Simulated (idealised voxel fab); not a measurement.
Herein follows the process module entitled voxel wiring stack.
Pictured: cross-section cut, 200 nm wide, on a grid of 5 nm square cells.
Cross-section = grid of square cells, listed top down in bands; band = one or more rows.
A band entry consists of two parts. The first gives the height of the band's top and the height of its bottom, in nm. The rest lists the band's materials from left to right, each with its width in nm. A single material labelled with the word "edge to edge" fills the band from edge to edge, and the word "air" marks empty space.
Height is counted from the level 0, under which the received wafer is composed throughout of one material. The lowest of the bands is not closed at the bottom but continues downward, in the notation "0 nm and below".
Think of "30..40" as a width that walks from the first number to the second as you go down the band, top row to bottom row, taking equal-sized steps from row to row.
"no alteration" for a step: no cell of the cross-section changed in that step.
"Sealed internal voids" means: voids of 8 cells or more that are shut off from the top with no open way through. Written width x height at distance, distance from the left edge, in nm.
Formally, on a step line, whatever follows the settings is a remark that the simulator itself makes on the step.
overlay nm: for a step with a mask, the amount by which the mask lay right of where it was planned; a negative amount means left of it.

-- Intended process steps
1) RECEIVE,material Si
2) CONFORMAL_DEP,material SiO2,thk nm 10
3) DIRECTIONAL_DEP,material TiN,thk nm 5
4) DIRECTIONAL_DEP,material W,thk nm 15
5) DIRECTIONAL_DEP,material aC,thk nm 10
6) PATTERN,tone cover,mask id METAL_1,material resist,width nm 30,pitch nm 60,thk nm 25,overlay nm 0
7) DIRECTIONAL_ETCH,etch materials aC,depth nm 10
8) STRIP,etch materials resist
9) DIRECTIONAL_ETCH,etch materials W,depth nm 15
10) DIRECTIONAL_ETCH,etch materials TiN,depth nm 5
11) STRIP,etch materials aC
12) FILL_DEP,material lowk,thk nm 10
13) CMP,height nm 30
14) CONFORMAL_DEP,material SiCN,thk nm 5
15) DIRECTIONAL_DEP,material SiO2,thk nm 30
16) MASKED_ETCH,tone open,mask id METAL_2_HOLES,width nm 15,pitch nm 120,etch materials SiO2,depth nm 30,overlay nm 0
17) MASKED_ETCH,tone open,mask id METAL_2,width nm 30,pitch nm 60,etch materials SiO2,depth nm 15,overlay nm 0
18) MASKED_ETCH,tone open,mask id METAL_2,width nm 30,pitch nm 60,etch materials SiCN,depth nm 5,overlay nm 0
19) CONFORMAL_DEP,material TiN,thk nm 5
20) FILL_DEP,material Ru,thk nm 5
21) CMP,height nm 65
22) CONFORMAL_DEP,material SiCN,thk nm 5
23) DIRECTIONAL_DEP,material SiO2,thk nm 15
24) MASKED_ETCH,tone open,mask id PLUG_2,width nm 15,pitch nm 60,etch materials SiO2,depth nm 15,overlay nm 0
25) MASKED_ETCH,tone open,mask id PLUG_2,width nm 15,pitch nm 60,etch materials SiCN,depth nm 5,overlay nm -10
26) EPI,material Ru,thk nm 10
27) EPI,material Ru,thk nm 10
28) CONFORMAL_DEP,material SiN,thk nm 5
29) DIRECTIONAL_DEP,material SiO2,thk nm 25
30) PATTERN,tone open,mask id METAL_3,material resist,width nm 30,pitch nm 60,thk nm 20,overlay nm 0
31) DIRECTIONAL_ETCH,etch materials SiO2,depth nm 25
32) DIRECTIONAL_ETCH,etch materials SiN,depth nm 5
33) STRIP,etch materials resist
34) CONFORMAL_DEP,material TiN,thk nm 5
35) FILL_DEP,material Ru,thk nm 5
36) CMP,height nm 115
37) CONFORMAL_DEP,material SiN,thk nm 5
The wafers in this document start out alike and differ in the overlay nm applied at step 25; the plan shows the value used for the first wafer.

-- First wafer of several, as received: cross-section after step 1
	0 nm and below = Si edge to edge
	Sealed internal voids: none

-- wafer rows; end of module; cells per material since receipt: (+) gained, (-) lost; then closed voids
overlay nm -10 | +122 Ru | +71 SiCN | +62 SiN | +451 SiO2 | +112 TiN | +54 W | +88 lowk | Sealed internal voids: none
overlay nm -5 | +125 Ru | +68 SiCN | +62 SiN | +451 SiO2 | +112 TiN | +54 W | +88 lowk | Sealed internal voids: none
overlay nm 0 | +128 Ru | +65 SiCN | +62 SiN | +451 SiO2 | +112 TiN | +54 W | +88 lowk | Sealed internal voids: none
overlay nm 5 | +125 Ru | +68 SiCN | +62 SiN | +451 SiO2 | +112 TiN | +54 W | +88 lowk | Sealed internal voids: none
overlay nm 10 | +122 Ru | +71 SiCN | +62 SiN | +451 SiO2 | +112 TiN | +54 W | +88 lowk | Sealed internal voids: none
overlay nm 15 | +92 Ru | +74 SiCN | +80 SiN | +451 SiO2 | +121 TiN | +54 W | +88 lowk | Sealed internal voids: none
